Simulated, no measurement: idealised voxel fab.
Process module, titled voxel spacer lines
Cross-sectional view cut (width: 260 nm; square cell size: 5 nm).
For the purposes of this document, a cross-section shall be understood as a grid of square cells, specified as bands listed in top-to-bottom order, each band consisting of one or more rows of cells. It is stipulated that each band's entry specify, in nanometres, the height of the top of the band and then that of its bottom, followed by the materials of the band in left-to-right sequence, each together with its width in nanometres. A single material marked by the word "everywhere" is understood to fill the band from edge to edge; the word "empty" is understood to denote empty space. Ref level 0: as-received wafer is one material below here. Bottom band extends down with no lower bound ("from 0 down"). It should be noted that a width expressed as "30->40" varies in equal increments from row to row of cells within the band, taking the value of the first number at the top row and that of the second number at the bottom row. "no modification", as given for a step, is the statement that not any cell of the cross-section underwent a change during that step. Look at "Enclosed void entries" for the closed voids: empty spaces with no open path to the top, sized 8 cells or up. Each is width x height at distance, distance from the left edge, all nm. Note: text after step settings on the step line = simulator remark on that step. You can add "overlay nm" to a step's line. For a step with a mask, it describes how far the mask lay to the right of its planned position, and a negative number describes a lay to the left.

[Process steps - plan]
1,RECEIVE: material Si
2,CONFORMAL_DEP: material Al2O3, thk nm 10
3,DIRECTIONAL_DEP: material polySi, thk nm 10
4,DIRECTIONAL_DEP: material aC, thk nm 25
5,PATTERN: tone cover, mask id MANDREL, material resist, width nm 25, pitch nm 80, thk nm 35, overlay nm 0
6,DIRECTIONAL_ETCH: etch materials aC, depth nm 25
7,STRIP: etch materials resist
8,CONFORMAL_DEP: material SiN, thk nm 15
9,DIRECTIONAL_ETCH: etch materials SiN, depth nm 15
10,STRIP: etch materials aC
11,DIRECTIONAL_ETCH: etch materials polySi, depth nm 10
12,STRIP: etch materials SiN

[Here's what the wafer looked like in cross-section when it arrived - that's after step 1]
from 0 down = Si everywhere
Enclosed void entries: none

[Cross-sectional view of the first of the two wafers upon completion of the module, processed in accordance with the plan]
from 20 to 10 = 60 of empty; 15 of polySi; 25 of empty; 15 of polySi; 25 of empty; 15 of polySi; 25 of empty; 15 of polySi; 65 of empty
from 10 to 0 = Al2O3 everywhere
from 0 down = Si everywhere
Enclosed void entries: none

[Wafer two cross-section, module end. Start and plan unchanged from wafer one; one mistake made during the run]
from 20 to 10 = 75 of empty; 25 of polySi; 55 of empty; 25 of polySi; 80 of empty
from 10 to 0 = Al2O3 everywhere
from 0 down = Si everywhere
Enclosed void entries: none
Diagnosis: step 5 ran differently from the plan; actual operation with settings: PATTERN: tone open, mask id MANDREL, material resist, width nm 25, pitch nm 80, thk nm 35, overlay nm 0
Wafer comparison, final, in cells, second relative to first, materials more or fewer: polySi: 4 fewer
